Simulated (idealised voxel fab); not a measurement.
The following process module bears the name voxel tone inversion.
Section shown: cut. Width: 180 nm. Cell size: 5 nm, square.
Notation: cross-section as square-cell grid; stated in bands, top first, going down; one or more cell rows per band.
In this notation a band is specified by the heights of its top and bottom, in that order and in nm, after which its materials appear from left to right, each paired with its width in nm. The word "everywhere" attached to a single material means that material fills the band from edge to edge; the word "air" stands for empty space.
Heads up on the height convention: 0 is the point under which the incoming wafer is all one material, and the lowest band has no bottom, it just keeps going down, like "z 0 and below".
With a width like "30 to 40", each row of cells in the band differs from the next by the same amount, the top row carrying the first number and the bottom row the second.
Step note "everything unchanged" = no cross-section cell changed.
What "Non-vented voids" gives you is every empty space of 8 cells or more that is cut off from the top. Each appears as width x height at distance, with the distance taken from the left edge and width, height and distance all in nm.
Note: text after step settings on the step line = simulator remark on that step.
overlay nm: on a step with a mask, how far right of its planned place the mask lay; negative means left.
[Steps planned for the process]
1 RECEIVE [material Si]
2 CONFORMAL_DEP [material SiN] [thk nm 5]
3 DIRECTIONAL_DEP [material aC] [thk nm 15]
4 PATTERN [tone cover] [mask id POSTS] [material resist] [width nm 20] [pitch nm 35] [thk nm 25] [overlay nm -15]
5 DIRECTIONAL_ETCH [etch materials aC] [depth nm 15]
6 STRIP [etch materials resist]
7 FILL_DEP [material SiO2] [thk nm 5]
8 CMP [height nm 20]
9 STRIP [etch materials aC]
It is noted that the wafers described herein are identical at the outset and are distinguished by the overlay nm of step 4; the value stated in the plan corresponds to the first wafer.
[Sectional view: first of several wafers, as received, after step 1]
z 0 and below = Si everywhere
Non-vented voids: none
[End of module: cross-section of the first of several wafers after step 9, the last step]
z 20 to 5 = 30 SiO2, 20 air, 15 SiO2, 20 air, 15 SiO2, 20 air, 60 SiO2
z 5 to 0 = SiN everywhere
z 0 and below = Si everywhere
Non-vented voids: none
[Cross-section of the last wafer at end of module]
z 20 to 5 = 60 SiO2, 20 air, 15 SiO2, 20 air, 15 SiO2, 20 air, 30 SiO2
z 5 to 0 = SiN everywhere
z 0 and below = Si everywhere
Non-vented voids: none
[Heads up, this table goes wafer by wafer. A row tells you, at the end of the module, how many cells of each material that wafer has put on (+) or dropped (-) since it was received, and then its closed voids]
overlay nm -15; +36 SiN; +72 SiO2; Non-vented voids: none
overlay nm -10; +36 SiN; +72 SiO2; Non-vented voids: none
overlay nm -5; +36 SiN; +72 SiO2; Non-vented voids: none
overlay nm 0; +36 SiN; +72 SiO2; Non-vented voids: none
overlay nm 5; +36 SiN; +72 SiO2; Non-vented voids: none
overlay nm 10; +36 SiN; +72 SiO2; Non-vented voids: none
overlay nm 15; +36 SiN; +72 SiO2; Non-vented voids: none
